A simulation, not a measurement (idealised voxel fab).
process module | voxel gate over fins
cross-section cut | 160 nm wide | cells 5 nm
A cross-section is a grid of square cells, given in bands from the top down. A band is one or more rows of cells.
Each band's line starts with the height of the band's top and of its bottom, in nm. Then come its materials from left to right, each with its width in nm. One material with "throughout" fills the band from edge to edge. "air" is empty space.
Height 0 is the level under which the wafer as received is all one material. The lowest band goes on downwards, as in "0 down".
A width such as "30 to 40" changes by the same amount from each row of cells to the next, from the band's top row to its bottom row.
"no change" after a step means that no cell of the cross-section changed.
closed voids: empty space of 8 cells or more with no open way to the top, each as width x height at its distance from the left edge, in nm
after a step's settings: what the simulator itself notes on the step
overlay nm, on a step with a mask: how far to the right of its planned place the mask lay; to the left if negative
plan
1 op RECEIVE | material Si
2 op CONFORMAL_DEP | material SiN | thk nm 5
3 op DIRECTIONAL_DEP | material aC | thk nm 10
4 op PATTERN | tone cover | mask id FINS | material resist | width nm 15 | pitch nm 35 | thk nm 30 | overlay nm -15
5 op DIRECTIONAL_ETCH | etch materials aC | depth nm 10
6 op STRIP | etch materials resist
7 op DIRECTIONAL_ETCH | etch materials SiN | depth nm 5
8 op DIRECTIONAL_ETCH | etch materials Si | depth nm 30
9 op STRIP | etch materials aC
10 op OXIDIZE | depth nm 5
11 op FILL_DEP | material SiO2 | thk nm 10
12 op CMP | height nm 5
13 op SELECTIVE_ETCH | etch materials SiO2 | depth nm 15
14 op STRIP | etch materials SiN
15 op CONFORMAL_DEP | material HfO2 | thk nm 5
16 op CONFORMAL_DEP | material TiN | thk nm 5
17 op CONFORMAL_DEP | material TiAl | thk nm 5
18 op CONFORMAL_DEP | material TiN | thk nm 5
19 op FILL_DEP | material W | thk nm 10
20 op CMP | height nm 25
21 op CONFORMAL_DEP | material SiCN | thk nm 5
varied across the wafers: overlay nm of step 4. The plan shows the first wafer's value. All wafers start alike
first wafer as received, after step 1
  0 down: Si throughout
  closed voids: none
first wafer at the end, after step 21
  30 to 25: SiCN throughout
  25 to 20: W throughout
  20 to 15: W 25 | TiN 80 | W 55
  15 to 10: W 25 | TiN 5 | TiAl 70 | TiN 5 | W 55
  10 to 5: TiN 30 | TiAl 5 | TiN 25 | TiAl 10 | TiN 25 | TiAl 5 | TiN 60
  5 to 0: TiAl 35 | TiN 5 | HfO2 15 | TiN 5 | TiAl 10 | TiN 5 | HfO2 15 | TiN 5 | TiAl 65
  0 to -5: TiN 40 | HfO2 5 | Si 5 | HfO2 5 | TiN 20 | HfO2 5 | Si 5 | HfO2 5 | TiN 70
  -5 to -10: HfO2 45 | Si 5 | HfO2 30 | Si 5 | HfO2 75
  -10 to -35: SiO2 45 | Si 5 | SiO2 30 | Si 5 | SiO2 75
  -35 down: Si throughout
  closed voids: none
last wafer at the end
  30 to 25: SiCN throughout
  25 to 20: W throughout
  20 to 15: W 55 | TiN 80 | W 25
  15 to 10: W 55 | TiN 5 | TiAl 70 | TiN 5 | W 25
  10 to 5: TiN 60 | TiAl 5 | TiN 25 | TiAl 10 | TiN 25 | TiAl 5 | TiN 30
  5 to 0: TiAl 65 | TiN 5 | HfO2 15 | TiN 5 | TiAl 10 | TiN 5 | HfO2 15 | TiN 5 | TiAl 35
  0 to -5: TiN 70 | HfO2 5 | Si 5 | HfO2 5 | TiN 20 | HfO2 5 | Si 5 | HfO2 5 | TiN 40
  -5 to -10: HfO2 75 | Si 5 | HfO2 30 | Si 5 | HfO2 45
  -10 to -35: SiO2 75 | Si 5 | SiO2 30 | Si 5 | SiO2 45
  -35 down: Si throughout
  closed voids: none
each wafer at the end: cells of each material gained (+) or lost (-) since it was received, then its closed voids
overlay nm -15 | +40 HfO2 | -210 Si | +32 SiCN | +150 SiO2 | +40 TiAl | +76 TiN | +64 W | closed voids: none
overlay nm -10 | +40 HfO2 | -210 Si | +32 SiCN | +150 SiO2 | +40 TiAl | +76 TiN | +64 W | closed voids: none
overlay nm -5 | +40 HfO2 | -210 Si | +32 SiCN | +150 SiO2 | +40 TiAl | +76 TiN | +64 W | closed voids: none
overlay nm 0 | +40 HfO2 | -210 Si | +32 SiCN | +150 SiO2 | +40 TiAl | +76 TiN | +64 W | closed voids: none
overlay nm 5 | +40 HfO2 | -210 Si | +32 SiCN | +150 SiO2 | +40 TiAl | +76 TiN | +64 W | closed voids: none
overlay nm 10 | +40 HfO2 | -210 Si | +32 SiCN | +150 SiO2 | +40 TiAl | +76 TiN | +64 W | closed voids: none
overlay nm 15 | +40 HfO2 | -210 Si | +32 SiCN | +150 SiO2 | +40 TiAl | +76 TiN | +64 W | closed voids: none
